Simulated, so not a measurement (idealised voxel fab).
process module | voxel capacitor over wiring
cross-section cut | 250 nm wide | cells 5 nm
A cross-section is a grid of square cells, given in bands from the top down. A band is one or more rows of cells.
Each band's line starts with the height of the band's top and of its bottom, in nm. Then come its materials from left to right, each with its width in nm. One material with "throughout" fills the band from edge to edge. "air" is empty space.
Height 0 is the level under which the wafer as received is all one material. The lowest band goes on downwards, as in "0 down".
A width such as "30 to 40" changes by the same amount from each row of cells to the next, from the band's top row to its bottom row.
"no change" after a step means that no cell of the cross-section changed.
closed voids: empty space of 8 cells or more with no open way to the top, each as width x height at its distance from the left edge, in nm
after a step's settings: what the simulator itself notes on the step
overlay nm, on a step with a mask: how far to the right of its planned place the mask lay; to the left if negative
plan
1 op RECEIVE | material Si
2 op CONFORMAL_DEP | material SiO2 | thk nm 15
3 op CONFORMAL_DEP | material SiN | thk nm 5
4 op DIRECTIONAL_DEP | material SiO2 | thk nm 15
5 op PATTERN | tone open | mask id METAL_1 | material resist | width nm 25 | pitch nm 95 | thk nm 15 | overlay nm 0
6 op DIRECTIONAL_ETCH | etch materials SiO2 | depth nm 15
7 op DIRECTIONAL_ETCH | etch materials SiN | depth nm 5
8 op STRIP | etch materials resist
9 op CONFORMAL_DEP | material TiN | thk nm 5
10 op FILL_DEP | material W | thk nm 10
11 op CMP | height nm 35
12 op EPI | material Ru | thk nm 5
13 op FILL_DEP | material SiCN | thk nm 5
14 op DIRECTIONAL_DEP | material SiO2 | thk nm 20
15 op MASKED_ETCH | tone open | mask id PLUG_1 | width nm 15 | etch materials SiO2 | depth nm 20 | overlay nm 0
16 op MASKED_ETCH | tone open | mask id PLUG_1 | width nm 15 | etch materials SiCN | depth nm 5 | overlay nm 0
17 op CONFORMAL_DEP | material TiN | thk nm 5
18 op FILL_DEP | material Cu | thk nm 5
19 op CMP | height nm 65
20 op DIRECTIONAL_DEP | material TiN | thk nm 10
21 op DIRECTIONAL_DEP | material HfO2 | thk nm 5
22 op DIRECTIONAL_DEP | material TiN | thk nm 10
23 op DIRECTIONAL_DEP | material aC | thk nm 10
24 op PATTERN | tone cover | mask id UPPER_PLATE | material resist | width nm 75 | thk nm 25 | overlay nm 0
25 op DIRECTIONAL_ETCH | etch materials aC | depth nm 10
26 op STRIP | etch materials resist
27 op DIRECTIONAL_ETCH | etch materials TiN | depth nm 10
28 op DIRECTIONAL_ETCH | etch materials HfO2 | depth nm 5
29 op STRIP | etch materials aC
30 op DIRECTIONAL_DEP | material aC | thk nm 10
31 op PATTERN | tone cover | mask id LOWER_PLATE | material resist | width nm 85 | thk nm 30 | overlay nm 0
32 op DIRECTIONAL_ETCH | etch materials aC | depth nm 10
33 op STRIP | etch materials resist
34 op DIRECTIONAL_ETCH | etch materials TiN | depth nm 10
35 op STRIP | etch materials aC
36 op FILL_DEP | material SiO2 | thk nm 15
37 op CMP | height nm 100
38 op DIRECTIONAL_DEP | material aC | thk nm 10
39 op PATTERN | tone open | mask id PLUG_2 | material resist | width nm 15 | thk nm 30 | overlay nm 0
40 op DIRECTIONAL_ETCH | etch materials aC | depth nm 10
41 op STRIP | etch materials resist
42 op DIRECTIONAL_ETCH | etch materials SiO2 | depth nm 10
43 op STRIP | etch materials aC
44 op CONFORMAL_DEP | material TiN | thk nm 5
45 op FILL_DEP | material Ru | thk nm 5
46 op CMP | height nm 100
47 op CONFORMAL_DEP | material SiN | thk nm 5
as received, after step 1
  0 down: Si throughout
  closed voids: none
a wafer at the end: this start, this plan, one mistake
  105 to 100: SiN throughout
  100 to 95: Ru 80 | TiN 5 | SiO2 15 | TiN 5 | Ru 145
  95 to 90: TiN 85 | SiO2 15 | TiN 150
  90 to 80: SiO2 75 | TiN 75 | SiO2 100
  80 to 75: SiO2 75 | HfO2 75 | SiO2 100
  75 to 65: SiO2 70 | TiN 85 | SiO2 95
  65 to 45: SiO2 75 | TiN 5 | Cu 5 | TiN 5 | SiO2 160
  45 to 40: SiCN 75 | TiN 15 | SiCN 160
  40 to 35: SiCN 60 | Ru 35 | SiCN 60 | Ru 35 | SiCN 60
  35 to 20: SiO2 65 | TiN 5 | W 15 | TiN 5 | SiO2 70 | TiN 5 | W 15 | TiN 5 | SiO2 65
  20 to 15: SiN 65 | TiN 25 | SiN 70 | TiN 25 | SiN 65
  15 to 0: SiO2 throughout
  0 down: Si throughout
  closed voids: none
what went wrong: step 39 ran as: op PATTERN | tone cover | mask id PLUG_2 | material resist | width nm 15 | thk nm 30 | overlay nm 0
